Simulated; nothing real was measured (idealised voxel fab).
process module | voxel local oxidation
cross-section cut | 215 nm wide | cells 5 nm
A cross-section is a grid of square cells, given in bands from the top down. A band is one or more rows of cells.
Each band's line starts with the height of the band's top and of its bottom, in nm. Then come its materials from left to right, each with its width in nm. One material with "throughout" fills the band from edge to edge. "air" is empty space.
Height 0 is the level under which the wafer as received is all one material. The lowest band goes on downwards, as in "0 down".
A width such as "30 to 40" changes by the same amount from each row of cells to the next, from the band's top row to its bottom row.
"no change" after a step means that no cell of the cross-section changed.
closed voids: empty space of 8 cells or more with no open way to the top, each as width x height at its distance from the left edge, in nm
after a step's settings: what the simulator itself notes on the step
overlay nm, on a step with a mask: how far to the right of its planned place the mask lay; to the left if negative
plan
1 op RECEIVE | material Si
2 op CONFORMAL_DEP | material SiO2 | thk nm 5
3 op CONFORMAL_DEP | material SiN | thk nm 10
4 op MASKED_ETCH | tone cover | mask id ACTIVE | width nm 90 | etch materials SiN | depth nm 10 | overlay nm 0
5 op SELECTIVE_ETCH | etch materials SiO2 | depth nm 5
6 op OXIDIZE | depth nm 10
7 op STRIP | etch materials SiN
first wafer, as planned
as received, after step 1
  0 down: Si throughout
  closed voids: none
after step 2
  5 to 0: SiO2 throughout
  below 0: unchanged
after step 3
  15 to 5: SiN throughout
  below 5: unchanged
after step 4
  15 to 5: air 60 | SiN 90 | air 65
  below 5: unchanged
after step 5
  15 to 5: air 60 | SiN 90 | air 65
  5 to 0: air 65 | SiO2 80 | air 70
  below 0: unchanged
after step 6
  15 to 5: air 60 | SiN 90 | air 65
  5 to 0: air 65 | SiO2 80 | air 70
  0 to -10: SiO2 75 | Si 60 | SiO2 80
  below -10: unchanged
after step 7
  5 to 0: air 65 | SiO2 80 | air 70
  below 0: unchanged
second wafer: like start, like plan, one mistake. Through step 3 it matches the first wafer
when step 4 should have ended
  15 to 5: air 65 | SiN 85 | air 65
  below 5: unchanged
when step 5 should have ended
  15 to 5: air 65 | SiN 85 | air 65
  5 to 0: air 70 | SiO2 75 | air 70
  below 0: unchanged
when step 6 should have ended
  15 to 5: air 65 | SiN 85 | air 65
  5 to 0: air 70 | SiO2 75 | air 70
  0 to -10: SiO2 80 | Si 55 | SiO2 80
  below -10: unchanged
when step 7 should have ended
  5 to 0: air 70 | SiO2 75 | air 70
  below 0: unchanged
what went wrong: step 4 ran as: op MASKED_ETCH | tone cover | mask id ACTIVE | width nm 85 | etch materials SiN | depth nm 10 | overlay nm 0
at the end the second wafer has, in cells: 2 fewer of Si | 1 more of SiO2
